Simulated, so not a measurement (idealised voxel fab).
Process module under the name voxel spacer lines
The width of the displayed cross-section, cut, is 175 nm; its cells are square, with a size of 5 nm.
A cross-section is a grid of square cells, given in bands from the top down. A band is one or more rows of cells.
Band entry format. Leading values: height of top, height of bottom, nm. Remainder: materials in left-to-right order, each with its width in nm. Special words: "throughout" on a single material, which then fills the band edge to edge; "blank", empty space.
Convention: height 0 is the level below which the wafer, as received, is all one material. The lowest band does not terminate at the bottom but continues downward, represented as "top 0, no bottom".
Think of "30..40" as a width that walks from the first number to the second as you go down the band, top row to bottom row, taking equal-sized steps from row to row.
"nothing got changed" -> step changed no cross-section cell.
In "Completely enclosed voids" the enclosed voids are listed, meaning empty spaces of 8 cells or larger without any opening to the top. The form is width x height at distance, distance from the left edge, units nm.
The remark found on a step's line after its settings is issued by the simulator itself and pertains to that step.
"overlay nm" on a masked step: distance the mask lay right of its planned place, negative for left.

## Planned step list for the process
| 1 | RECEIVE, material Si |
| 2 | CONFORMAL_DEP, material Al2O3, thk nm 5 |
| 3 | DIRECTIONAL_DEP, material W, thk nm 15 |
| 4 | DIRECTIONAL_DEP, material aC, thk nm 30 |
| 5 | PATTERN, tone cover, mask id MANDREL, material resist, width nm 20, pitch nm 70, thk nm 35, overlay nm 0 |
| 6 | DIRECTIONAL_ETCH, etch materials aC, depth nm 30 |
| 7 | STRIP, etch materials resist |
| 8 | CONFORMAL_DEP, material SiN, thk nm 15 |
| 9 | DIRECTIONAL_ETCH, etch materials SiN, depth nm 15 |
| 10 | STRIP, etch materials aC |
| 11 | DIRECTIONAL_ETCH, etch materials W, depth nm 15 |
| 12 | STRIP, etch materials SiN |
| 13 | FILL_DEP, material SiO2, thk nm 5 |
| 14 | CMP, height nm 20 |

## Wafer as received: cross-section following step 1
> top 0, no bottom  Si throughout
> Completely enclosed voids: none

## Looking at the first of two wafers in cross-section at end of module - ran to plan
> top 20, bottom 5  25 nm SiO2, 15 nm W, 20 nm SiO2, 15 nm W, 20 nm SiO2, 15 nm W, 20 nm SiO2, 15 nm W, 30 nm SiO2
> top 5, bottom 0  Al2O3 throughout
> top 0, no bottom  Si throughout
> Completely enclosed voids: none

## Cross-sectional image of the second wafer of the two following completion of the module. Starting state and process plan were the same as for the first wafer; one execution error occurred
> top 10, bottom 5  25 nm SiO2, 15 nm W, 20 nm SiO2, 15 nm W, 20 nm SiO2, 15 nm W, 20 nm SiO2, 15 nm W, 30 nm SiO2
> top 5, bottom 0  Al2O3 throughout
> top 0, no bottom  Si throughout
> Completely enclosed voids: none
what went wrong: in deviation from the planned setting, step 14 was conducted as CMP, height nm 10
In the final state, the cell counts of the second wafer exceed or fall short of those of the first for the following materials: -46 SiO2, -24 W
